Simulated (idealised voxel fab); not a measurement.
process module | voxel wiring stack
cross-section cut | 215 nm wide | cells 5 nm
A cross-section is a grid of square cells, given in bands from the top down. A band is one or more rows of cells.
Each band's line starts with the height of the band's top and of its bottom, in nm. Then come its materials from left to right, each with its width in nm. One material with "throughout" fills the band from edge to edge. "air" is empty space.
Height 0 is the level under which the wafer as received is all one material. The lowest band goes on downwards, as in "0 down".
A width such as "30 to 40" changes by the same amount from each row of cells to the next, from the band's top row to its bottom row.
"no change" after a step means that no cell of the cross-section changed.
closed voids: empty space of 8 cells or more with no open way to the top, each as width x height at its distance from the left edge, in nm
after a step's settings: what the simulator itself notes on the step
overlay nm, on a step with a mask: how far to the right of its planned place the mask lay; to the left if negative
plan
1 op RECEIVE | material Si
2 op CONFORMAL_DEP | material SiO2 | thk nm 10
3 op DIRECTIONAL_DEP | material TiN | thk nm 5
4 op DIRECTIONAL_DEP | material Ru | thk nm 15
5 op MASKED_ETCH | tone cover | mask id METAL_1 | width nm 25 | pitch nm 50 | etch materials Ru | depth nm 15 | overlay nm 0
6 op MASKED_ETCH | tone cover | mask id METAL_1 | width nm 25 | pitch nm 50 | etch materials TiN | depth nm 5 | overlay nm 0
7 op FILL_DEP | material lowk | thk nm 5
8 op CMP | height nm 30
9 op CONFORMAL_DEP | material SiCN | thk nm 5
10 op DIRECTIONAL_DEP | material SiO2 | thk nm 15
11 op PATTERN | tone open | mask id PLUG_1 | material resist | width nm 15 | thk nm 15 | overlay nm 0
12 op DIRECTIONAL_ETCH | etch materials SiO2 | depth nm 15
13 op DIRECTIONAL_ETCH | etch materials SiCN | depth nm 5
14 op STRIP | etch materials resist
15 op EPI | material Ru | thk nm 10
16 op EPI | material Ru | thk nm 10
17 op DIRECTIONAL_DEP | material TiN | thk nm 5
18 op DIRECTIONAL_DEP | material Ru | thk nm 20
19 op DIRECTIONAL_DEP | material aC | thk nm 15
20 op PATTERN | tone cover | mask id METAL_2 | material resist | width nm 25 | pitch nm 50 | thk nm 35 | overlay nm 0
21 op DIRECTIONAL_ETCH | etch materials aC | depth nm 15
22 op STRIP | etch materials resist
23 op DIRECTIONAL_ETCH | etch materials Ru | depth nm 20
24 op DIRECTIONAL_ETCH | etch materials TiN | depth nm 5
25 op STRIP | etch materials aC
26 op CONFORMAL_DEP | material SiN | thk nm 5
27 op FILL_DEP | material SiO2 | thk nm 5
28 op CMP | height nm 75
29 op CONFORMAL_DEP | material SiCN | thk nm 5
30 op DIRECTIONAL_DEP | material lowk | thk nm 10
31 op MASKED_ETCH | tone open | mask id PLUG_2 | width nm 15 | pitch nm 50 | etch materials lowk | depth nm 10 | overlay nm 0
32 op MASKED_ETCH | tone open | mask id PLUG_2 | width nm 15 | pitch nm 50 | etch materials SiCN | depth nm 5 | overlay nm 0
33 op CONFORMAL_DEP | material TiN | thk nm 5
34 op FILL_DEP | material Ru | thk nm 10
35 op CMP | height nm 90
36 op CONFORMAL_DEP | material SiCN | thk nm 5
37 op DIRECTIONAL_DEP | material SiO2 | thk nm 20
38 op PATTERN | tone open | mask id METAL_3 | material resist | width nm 25 | pitch nm 50 | thk nm 15 | overlay nm 0
39 op DIRECTIONAL_ETCH | etch materials SiO2 | depth nm 20
40 op DIRECTIONAL_ETCH | etch materials SiCN | depth nm 5
41 op STRIP | etch materials resist
42 op CONFORMAL_DEP | material TiN | thk nm 5
43 op FILL_DEP | material W | thk nm 10
44 op CMP | height nm 115
45 op EPI | material Ru | thk nm 5
46 op FILL_DEP | material SiCN | thk nm 5
47 op DIRECTIONAL_DEP | material lowk | thk nm 30
48 op DIRECTIONAL_DEP | material aC | thk nm 10
49 op PATTERN | tone open | mask id METAL_4_HOLES | material resist | width nm 15 | thk nm 30 | overlay nm 0
50 op DIRECTIONAL_ETCH | etch materials aC | depth nm 10
51 op STRIP | etch materials resist
52 op DIRECTIONAL_ETCH | etch materials lowk | depth nm 30
53 op STRIP | etch materials aC
54 op DIRECTIONAL_DEP | material aC | thk nm 10
55 op PATTERN | tone open | mask id METAL_4 | material resist | width nm 25 | pitch nm 50 | thk nm 25 | overlay nm 0
56 op DIRECTIONAL_ETCH | etch materials aC | depth nm 10
57 op STRIP | etch materials resist
58 op DIRECTIONAL_ETCH | etch materials lowk | depth nm 15
59 op DIRECTIONAL_ETCH | etch materials SiCN | depth nm 5
60 op STRIP | etch materials aC
61 op CONFORMAL_DEP | material TiN | thk nm 5
62 op FILL_DEP | material Cu | thk nm 5
63 op CMP | height nm 155
64 op CONFORMAL_DEP | material SiN | thk nm 5
as received, after step 1
  0 down: Si throughout
  closed voids: none
first wafer at the end, as planned
  160 to 155: SiN throughout
  155 to 145: lowk 70 | TiN 5 | Cu 15 | TiN 5 | lowk 25 | TiN 5 | Cu 15 | TiN 5 | lowk 70
  145 to 140: lowk 70 | TiN 5 | Cu 5 | TiN 15 | lowk 25 | TiN 25 | lowk 70
  140 to 125: lowk 70 | TiN 5 | Cu 5 | TiN 5 | lowk 130
  125 to 120: SiCN 70 | TiN 15 | SiCN 130
  120 to 115: SiCN 65 | Ru 35 | SiCN 15 | Ru 35 | SiCN 65
  115 to 95: SiO2 70 | TiN 5 | W 15 | TiN 5 | SiO2 25 | TiN 5 | W 15 | TiN 5 | SiO2 70
  95 to 90: SiCN 70 | TiN 25 | SiCN 25 | TiN 25 | SiCN 70
  90 to 80: lowk 70 | TiN 5 | Ru 5 | TiN 5 | lowk 35 | TiN 5 | Ru 5 | TiN 5 | lowk 80
  80 to 75: SiCN 70 | TiN 15 | SiCN 35 | TiN 15 | SiCN 80
  75 to 55: SiO2 65 | SiN 5 | Ru 25 | SiN 5 | SiO2 15 | SiN 5 | Ru 25 | SiN 5 | SiO2 65
  55 to 50: SiN 70 | TiN 25 | SiN 25 | TiN 25 | SiN 70
  50 to 35: SiO2 70 | Ru 15 | SiO2 130
  35 to 30: SiCN 70 | Ru 15 | SiCN 130
  30 to 15: lowk 70 | Ru 25 | lowk 25 | Ru 25 | lowk 70
  15 to 10: lowk 70 | TiN 25 | lowk 25 | TiN 25 | lowk 70
  10 to 0: SiO2 throughout
  0 down: Si throughout
  closed voids: none
second wafer at the end: like start, like plan, one mistake
  160 to 155: SiN throughout
  155 to 145: lowk 70 | TiN 5 | Cu 15 | TiN 5 | lowk 25 | TiN 5 | Cu 15 | TiN 5 | lowk 70
  145 to 140: lowk 70 | TiN 5 | Cu 5 | TiN 15 | lowk 25 | TiN 25 | lowk 70
  140 to 125: lowk 70 | TiN 5 | Cu 5 | TiN 5 | lowk 130
  125 to 120: SiCN 70 | TiN 15 | SiCN 130
  120 to 115: SiCN 65 | Ru 35 | SiCN 15 | Ru 35 | SiCN 65
  115 to 95: SiO2 70 | TiN 5 | W 15 | TiN 5 | SiO2 25 | TiN 5 | W 15 | TiN 5 | SiO2 70
  95 to 90: SiCN 70 | TiN 25 | SiCN 25 | TiN 25 | SiCN 70
  90 to 80: lowk 70 | TiN 5 | Ru 5 | TiN 5 | lowk 35 | TiN 5 | Ru 5 | TiN 5 | lowk 80
  80 to 75: SiCN 70 | TiN 15 | SiCN 35 | TiN 15 | SiCN 80
  75 to 55: Ru 70 | SiN 5 | SiO2 15 | SiN 5 | Ru 25 | SiN 5 | SiO2 15 | SiN 5 | Ru 70
  55 to 50: TiN 70 | SiN 25 | TiN 25 | SiN 25 | TiN 70
  50 to 35: SiO2 70 | Ru 15 | SiO2 130
  35 to 30: SiCN 70 | Ru 15 | SiCN 130
  30 to 15: lowk 70 | Ru 25 | lowk 25 | Ru 25 | lowk 70
  15 to 10: lowk 70 | TiN 25 | lowk 25 | TiN 25 | lowk 70
  10 to 0: SiO2 throughout
  0 down: Si throughout
  closed voids: none
what went wrong: step 20 ran as: op PATTERN | tone open | mask id METAL_2 | material resist | width nm 25 | pitch nm 50 | thk nm 35 | overlay nm 0
at the end the second wafer has, in cells: 92 more of Ru | 23 fewer of SiN | 92 fewer of SiO2 | 23 more of TiN
